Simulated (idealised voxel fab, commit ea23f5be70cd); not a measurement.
Process module, titled voxel wiring stack
It is cross-section cut that appears here, measuring 260 nm in width, its square cells being 5 nm in size.
The cross-sections in this document take the form of a grid made of square cells. They are written out as bands, in order from top to bottom. Each band consists of one or more rows of cells.
Heights first: top, then bottom, in nm. Then materials, left to right, each with a width in nm. "everywhere" on a single material: fills the band edge to edge. "empty": empty space.
A quick word on heights: they are counted from 0, and under that level the wafer as it came to us is one material throughout. The lowest band is different from the rest in having no bottom; it simply continues downward, written as in "0 and below".
The two numbers in a width such as "30->40" mark its ends across the band: the first belongs to the top row of cells, the second to the bottom row, and from each row to the next the width moves by the same amount.
A step reported as "stayed the same" is a step in which no cell of the cross-section changed.
Reported under the label "Closed void table" are the empty spaces having no open way to the top and comprising 8 cells or more; the notation for each is width x height at distance, in which the distance is measured from the left edge and all three values are in nm.
Formally, on a step line, whatever follows the settings is a remark that the simulator itself makes on the step.
overlay nm: mask offset rightward from planned place, masked step; negative means leftward offset.
# Below is the list of planned process steps
1. RECEIVE | material Si
2. CONFORMAL_DEP | material SiO2 | thk nm 10
3. CONFORMAL_DEP | material SiCN | thk nm 5
4. DIRECTIONAL_DEP | material lowk | thk nm 20
5. PATTERN | tone open | mask id METAL_1 | material resist | width nm 30 | pitch nm 55 | thk nm 15 | overlay nm 0
6. DIRECTIONAL_ETCH | etch materials lowk | depth nm 20
7. DIRECTIONAL_ETCH | etch materials SiCN | depth nm 5
8. STRIP | etch materials resist
9. CONFORMAL_DEP | material TiN | thk nm 5
10. FILL_DEP | material W | thk nm 5
11. CMP | height nm 35
12. CONFORMAL_DEP | material SiCN | thk nm 5
13. DIRECTIONAL_DEP | material SiO2 | thk nm 30
14. PATTERN | tone open | mask id METAL_2 | material resist | width nm 30 | pitch nm 55 | thk nm 15 | overlay nm 0
15. DIRECTIONAL_ETCH | etch materials SiO2 | depth nm 15
16. STRIP | etch materials resist
17. DIRECTIONAL_DEP | material aC | thk nm 15
18. PATTERN | tone open | mask id METAL_2_HOLES | material resist | width nm 15 | pitch nm 110 | thk nm 30 | overlay nm 0
19. DIRECTIONAL_ETCH | etch materials aC | depth nm 15
20. STRIP | etch materials resist
21. DIRECTIONAL_ETCH | etch materials SiO2 | depth nm 15
22. DIRECTIONAL_ETCH | etch materials SiCN | depth nm 5
23. STRIP | etch materials aC
24. CONFORMAL_DEP | material TiN | thk nm 5
25. FILL_DEP | material Ru | thk nm 5
26. CMP | height nm 70
27. CONFORMAL_DEP | material SiCN | thk nm 5
# Cross-sectional view of the wafer in its as-received condition, corresponding to the state after step 1
- 0 and below | Si everywhere
- Closed void table: none
# Cross-sectional result after module completion. Note: starting condition and plan are unchanged from above; one processing mistake was made
- 75 down to 70 | SiCN everywhere
- 70 down to 60 | SiO2 60 | TiN 5 | Ru 20 | TiN 5 | SiO2 25 | TiN 5 | Ru 20 | TiN 5 | SiO2 25 | TiN 5 | Ru 20 | TiN 5 | SiO2 60
- 60 down to 55 | SiO2 60 | TiN 5 | Ru 5 | TiN 20 | SiO2 25 | TiN 30 | SiO2 25 | TiN 5 | Ru 5 | TiN 20 | SiO2 60
- 55 down to 40 | SiO2 60 | TiN 5 | Ru 5 | TiN 5 | SiO2 95 | TiN 5 | Ru 5 | TiN 5 | SiO2 75
- 40 down to 35 | SiCN 60 | TiN 15 | SiCN 95 | TiN 15 | SiCN 75
- 35 down to 30 | TiN 65 | W 20 | TiN 35 | W 20 | TiN 35 | W 20 | TiN 65
- 30 down to 15 | lowk 60 | TiN 5 | W 20 | TiN 5 | lowk 25 | TiN 5 | W 20 | TiN 5 | lowk 25 | TiN 5 | W 20 | TiN 5 | lowk 60
- 15 down to 10 | lowk 60 | TiN 30 | lowk 25 | TiN 30 | lowk 25 | TiN 30 | lowk 60
- 10 down to 0 | SiO2 everywhere
- 0 and below | Si everywhere
- Closed void table: none
The mistake made against the process plan was this: plan step 3 never ran because it was skipped
